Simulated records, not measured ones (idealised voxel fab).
Documented hereafter: the process module known as voxel local oxidation.
Displayed cross-section: cut, width of 240 nm, square cells sized 5 nm.
Cross-section spec: square-cell grid; bands listed top down; each band is one or more rows.
The entry gives the band's vertical extent as a top height and a bottom height in nm, then its horizontal make-up as materials from left to right, each with a width in nm. "air" stands for empty space; a single material marked "full width" fills the band edge to edge.
It should be noted that heights are counted from 0, beneath which the wafer as supplied is of one material throughout, and that the lowest band possesses no lower boundary but continues downward, as written in "0 and below".
Width "30..40": first value at the band's top row of cells, second value at its bottom row, equal change from row to row.
Reading "all unchanged" for a step: not a cell of the cross-section changed in it.
"closed voids" - sealed voids, min. 8 cells, no opening to top; format: width x height at distance (distance from left edge; nm throughout).
The remark found on a step's line after its settings is issued by the simulator itself and pertains to that step.
overlay nm: where the mask lay relative to plan, measured to the right, on steps with a mask; negatives go left.
Planned process steps
1. RECEIVE, material Si
2. CONFORMAL_DEP, material SiO2, thk nm 5
3. CONFORMAL_DEP, material SiN, thk nm 10
4. DIRECTIONAL_DEP, material aC, thk nm 15
5. PATTERN, tone cover, mask id ACTIVE, material resist, width nm 90, thk nm 35, overlay nm 0
6. DIRECTIONAL_ETCH, etch materials aC, depth nm 15
7. STRIP, etch materials resist
8. DIRECTIONAL_ETCH, etch materials SiN, depth nm 10
9. STRIP, etch materials aC
10. SELECTIVE_ETCH, etch materials SiO2, depth nm 5
11. OXIDIZE, depth nm 15
12. STRIP, etch materials SiN
First wafer of two (run as planned)
This is the cross-section of the wafer as we received it, i.e. after step 1
  0 and below | Si full width
  closed voids: none
Once step 2 is through, the wafer looks like this in cross-section
  5 down to 0 | SiO2 full width
  Everything below 0 is unchanged.
Once step 3 is through, the wafer looks like this in cross-section
  15 down to 5 | SiN full width
  Everything below 5 is unchanged.
Once step 4 is through, the wafer looks like this in cross-section
  30 down to 15 | aC full width
  Everything below 15 is unchanged.
Once step 5 is through, the wafer looks like this in cross-section
  65 down to 30 | air 75 nm / resist 90 nm / air 75 nm
  Everything below 30 is unchanged.
Once step 6 is through, the wafer looks like this in cross-section
  50 down to 30 | air 75 nm / resist 90 nm / air 75 nm
  30 down to 15 | air 75 nm / aC 90 nm / air 75 nm
  Everything below 15 is unchanged.
Once step 7 is through, the wafer looks like this in cross-section
  30 down to 15 | air 75 nm / aC 90 nm / air 75 nm
  Everything below 15 is unchanged.
Once step 8 is through, the wafer looks like this in cross-section
  30 down to 15 | air 75 nm / aC 90 nm / air 75 nm
  15 down to 5 | air 75 nm / SiN 90 nm / air 75 nm
  Everything below 5 is unchanged.
Once step 9 is through, the wafer looks like this in cross-section
  15 down to 5 | air 75 nm / SiN 90 nm / air 75 nm
  Everything below 5 is unchanged.
Once step 10 is through, the wafer looks like this in cross-section
  15 down to 5 | air 75 nm / SiN 90 nm / air 75 nm
  5 down to 0 | air 80 nm / SiO2 80 nm / air 80 nm
  Everything below 0 is unchanged.
Once step 11 is through, the wafer looks like this in cross-section
  15 down to 5 | air 75 nm / SiN 90 nm / air 75 nm
  5 down to 0 | air 80 nm / SiO2 80 nm / air 80 nm
  0 down to -15 | SiO2 95 nm / Si 50 nm / SiO2 95 nm
  Everything below -15 is unchanged.
Once step 12 is through, the wafer looks like this in cross-section
  5 down to 0 | air 80 nm / SiO2 80 nm / air 80 nm
  Everything below 0 is unchanged.
Second of two: same start, same plan, one run error; steps up to and including 1 match the first
The second wafer in cross-section, at the planned close of step 2: all unchanged
The second wafer in cross-section, at the planned close of step 3
  10 down to 0 | SiN full width
  Everything below 0 is unchanged.
The second wafer in cross-section, at the planned close of step 4
  25 down to 10 | aC full width
  Everything below 10 is unchanged.
The second wafer in cross-section, at the planned close of step 5
  60 down to 25 | air 75 nm / resist 90 nm / air 75 nm
  Everything below 25 is unchanged.
The second wafer in cross-section, at the planned close of step 6
  45 down to 25 | air 75 nm / resist 90 nm / air 75 nm
  25 down to 10 | air 75 nm / aC 90 nm / air 75 nm
  Everything below 10 is unchanged.
The second wafer in cross-section, at the planned close of step 7
  25 down to 10 | air 75 nm / aC 90 nm / air 75 nm
  Everything below 10 is unchanged.
The second wafer in cross-section, at the planned close of step 8
  25 down to 10 | air 75 nm / aC 90 nm / air 75 nm
  10 down to 0 | air 75 nm / SiN 90 nm / air 75 nm
  Everything below 0 is unchanged.
The second wafer in cross-section, at the planned close of step 9
  10 down to 0 | air 75 nm / SiN 90 nm / air 75 nm
  Everything below 0 is unchanged.
The second wafer in cross-section, at the planned close of step 10: all unchanged
The second wafer in cross-section, at the planned close of step 11
  10 down to 0 | air 75 nm / SiN 90 nm / air 75 nm
  0 down to -15 | SiO2 90 nm / Si 60 nm / SiO2 90 nm
  Everything below -15 is unchanged.
The second wafer in cross-section, at the planned close of step 12
  0 down to -15 | SiO2 90 nm / Si 60 nm / SiO2 90 nm
  Everything below -15 is unchanged.
What was the processing mistake? plan step 2 never ran because it was skipped
Once processing is complete, comparing cell counts shows that the second wafer has more or fewer of certain materials than the first: 6 more of Si; 22 fewer of SiO2
